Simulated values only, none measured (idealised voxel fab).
process module | voxel wiring stack
cross-section cut | 195 nm wide | cells 5 nm
A cross-section is a grid of square cells, given in bands from the top down. A band is one or more rows of cells.
Each band's line starts with the height of the band's top and of its bottom, in nm. Then come its materials from left to right, each with its width in nm. One material with "throughout" fills the band from edge to edge. "air" is empty space.
Height 0 is the level under which the wafer as received is all one material. The lowest band goes on downwards, as in "0 down".
A width such as "30 to 40" changes by the same amount from each row of cells to the next, from the band's top row to its bottom row.
"no change" after a step means that no cell of the cross-section changed.
closed voids: empty space of 8 cells or more with no open way to the top, each as width x height at its distance from the left edge, in nm
after a step's settings: what the simulator itself notes on the step
overlay nm, on a step with a mask: how far to the right of its planned place the mask lay; to the left if negative
plan
1 op RECEIVE | material Si
2 op CONFORMAL_DEP | material SiO2 | thk nm 10
3 op DIRECTIONAL_DEP | material TiN | thk nm 5
4 op DIRECTIONAL_DEP | material W | thk nm 20
5 op MASKED_ETCH | tone cover | mask id METAL_1 | width nm 25 | pitch nm 40 | etch materials W | depth nm 20 | overlay nm 0
6 op MASKED_ETCH | tone cover | mask id METAL_1 | width nm 25 | pitch nm 40 | etch materials TiN | depth nm 5 | overlay nm 0
7 op CONFORMAL_DEP | material SiN | thk nm 5
8 op FILL_DEP | material lowk | thk nm 5
9 op CMP | height nm 35
10 op CONFORMAL_DEP | material SiCN | thk nm 5
11 op DIRECTIONAL_DEP | material lowk | thk nm 15
12 op MASKED_ETCH | tone open | mask id PLUG_1 | width nm 15 | pitch nm 40 | etch materials lowk | depth nm 15 | overlay nm 0
13 op MASKED_ETCH | tone open | mask id PLUG_1 | width nm 15 | pitch nm 40 | etch materials SiCN | depth nm 5 | overlay nm 0
14 op EPI | material Ru | thk nm 10
15 op EPI | material Ru | thk nm 10
16 op CONFORMAL_DEP | material SiCN | thk nm 5
17 op DIRECTIONAL_DEP | material SiO2 | thk nm 20
18 op PATTERN | tone open | mask id METAL_2 | material resist | width nm 25 | pitch nm 40 | thk nm 20 | overlay nm 0
19 op DIRECTIONAL_ETCH | etch materials SiO2 | depth nm 20
20 op DIRECTIONAL_ETCH | etch materials SiCN | depth nm 5
21 op STRIP | etch materials resist
22 op CONFORMAL_DEP | material TiN | thk nm 5
23 op FILL_DEP | material Ru | thk nm 5
24 op CMP | height nm 80
25 op CONFORMAL_DEP | material SiCN | thk nm 5
as received, after step 1
  0 down: Si throughout
  closed voids: none
a wafer at the end: this start, this plan, one mistake
  85 to 80: SiCN throughout
  80 to 65: SiO2 25 | TiN 5 | Ru 15 | TiN 5 | SiO2 15 | TiN 5 | Ru 15 | TiN 5 | SiO2 15 | TiN 5 | Ru 15 | TiN 5 | SiO2 15 | TiN 5 | Ru 15 | TiN 5 | SiO2 25
  65 to 60: SiCN 25 | TiN 25 | SiCN 15 | TiN 25 | SiCN 15 | TiN 25 | SiCN 15 | TiN 25 | SiCN 25
  60 to 45: lowk 25 | SiCN 5 | TiN 5 | SiCN 5 | lowk 25 | SiCN 5 | TiN 5 | SiCN 5 | lowk 25 | SiCN 5 | TiN 5 | SiCN 5 | lowk 25 | SiCN 5 | TiN 5 | SiCN 5 | lowk 35
  45 to 40: SiCN 30 | TiN 5 | SiCN 35 | TiN 5 | SiCN 35 | TiN 5 | SiCN 35 | TiN 5 | SiCN 40
  40 to 35: lowk 20 | SiN 35 | lowk 5 | SiN 35 | lowk 5 | SiN 35 | lowk 5 | SiN 35 | lowk 20
  35 to 15: lowk 20 | SiN 5 | W 25 | SiN 5 | lowk 5 | SiN 5 | W 25 | SiN 5 | lowk 5 | SiN 5 | W 25 | SiN 5 | lowk 5 | SiN 5 | W 25 | SiN 5 | lowk 20
  15 to 10: SiN 25 | TiN 25 | SiN 15 | TiN 25 | SiN 15 | TiN 25 | SiN 15 | TiN 25 | SiN 25
  10 to 0: SiO2 throughout
  0 down: Si throughout
  closed voids: none
what went wrong: step 9 ran as: op CMP | height nm 40
